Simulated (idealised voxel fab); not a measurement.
process module | voxel tone inversion
cross-section cut | 185 nm wide | cells 5 nm
A cross-section is a grid of square cells, given in bands from the top down. A band is one or more rows of cells.
Each band's line starts with the height of the band's top and of its bottom, in nm. Then come its materials from left to right, each with its width in nm. One material with "throughout" fills the band from edge to edge. "air" is empty space.
Height 0 is the level under which the wafer as received is all one material. The lowest band goes on downwards, as in "0 down".
A width such as "30 to 40" changes by the same amount from each row of cells to the next, from the band's top row to its bottom row.
"no change" after a step means that no cell of the cross-section changed.
closed voids: empty space of 8 cells or more with no open way to the top, each as width x height at its distance from the left edge, in nm
after a step's settings: what the simulator itself notes on the step
overlay nm, on a step with a mask: how far to the right of its planned place the mask lay; to the left if negative
plan
1 op RECEIVE | material Si
2 op CONFORMAL_DEP | material SiCN | thk nm 10
3 op DIRECTIONAL_DEP | material aC | thk nm 15
4 op PATTERN | tone cover | mask id POSTS | material resist | width nm 20 | pitch nm 50 | thk nm 20 | overlay nm 0
5 op DIRECTIONAL_ETCH | etch materials aC | depth nm 15
6 op STRIP | etch materials resist
7 op FILL_DEP | material lowk | thk nm 10
8 op CMP | height nm 25
9 op STRIP | etch materials aC
10 op CONFORMAL_DEP | material TiN | thk nm 5
11 op FILL_DEP | material W | thk nm 5
12 op CMP | height nm 25
13 op CONFORMAL_DEP | material SiCN | thk nm 5
first wafer, as planned
as received, after step 1
  0 down: Si throughout
  closed voids: none
after step 2
  10 to 0: SiCN throughout
  below 0: unchanged
after step 3
  25 to 10: aC throughout
  below 10: unchanged
after step 4
  45 to 25: air 55 | resist 20 | air 30 | resist 20 | air 60
  below 25: unchanged
after step 5
  30 to 25: air 55 | resist 20 | air 30 | resist 20 | air 60
  25 to 10: air 55 | aC 20 | air 30 | aC 20 | air 60
  below 10: unchanged
after step 6
  25 to 10: air 55 | aC 20 | air 30 | aC 20 | air 60
  below 10: unchanged
after step 7
  35 to 25: lowk throughout
  25 to 10: lowk 55 | aC 20 | lowk 30 | aC 20 | lowk 60
  below 10: unchanged
after step 8
  25 to 10: lowk 55 | aC 20 | lowk 30 | aC 20 | lowk 60
  below 10: unchanged
after step 9
  25 to 10: lowk 55 | air 20 | lowk 30 | air 20 | lowk 60
  below 10: unchanged
after step 10
  30 to 25: TiN 60 | air 10 | TiN 40 | air 10 | TiN 65
  25 to 15: lowk 55 | TiN 5 | air 10 | TiN 5 | lowk 30 | TiN 5 | air 10 | TiN 5 | lowk 60
  15 to 10: lowk 55 | TiN 20 | lowk 30 | TiN 20 | lowk 60
  below 10: unchanged
after step 11
  35 to 30: W throughout
  30 to 25: TiN 60 | W 10 | TiN 40 | W 10 | TiN 65
  25 to 15: lowk 55 | TiN 5 | W 10 | TiN 5 | lowk 30 | TiN 5 | W 10 | TiN 5 | lowk 60
  below 15: unchanged
after step 12
  25 to 15: lowk 55 | TiN 5 | W 10 | TiN 5 | lowk 30 | TiN 5 | W 10 | TiN 5 | lowk 60
  below 15: unchanged
after step 13
  30 to 25: SiCN throughout
  below 25: unchanged
second wafer: like start, like plan, one mistake. Through step 1 it matches the first wafer
when step 2 should have ended: no change
when step 3 should have ended
  15 to 0: aC throughout
  below 0: unchanged
when step 4 should have ended
  35 to 15: air 55 | resist 20 | air 30 | resist 20 | air 60
  below 15: unchanged
when step 5 should have ended
  20 to 15: air 55 | resist 20 | air 30 | resist 20 | air 60
  15 to 0: air 55 | aC 20 | air 30 | aC 20 | air 60
  below 0: unchanged
when step 6 should have ended
  15 to 0: air 55 | aC 20 | air 30 | aC 20 | air 60
  below 0: unchanged
when step 7 should have ended
  25 to 15: lowk throughout
  15 to 0: lowk 55 | aC 20 | lowk 30 | aC 20 | lowk 60
  below 0: unchanged
when step 8 should have ended: no change
when step 9 should have ended: no change
when step 10 should have ended
  30 to 25: TiN throughout
  below 25: unchanged
when step 11 should have ended
  35 to 30: W throughout
  below 30: unchanged
when step 12 should have ended
  25 to 15: lowk throughout
  below 15: unchanged
when step 13 should have ended
  30 to 25: SiCN throughout
  below 25: unchanged
what went wrong: step 2 was left out
at the end the second wafer has, in cells: 74 fewer of SiCN | 16 fewer of TiN | 8 fewer of W | 24 more of aC | 74 more of lowk
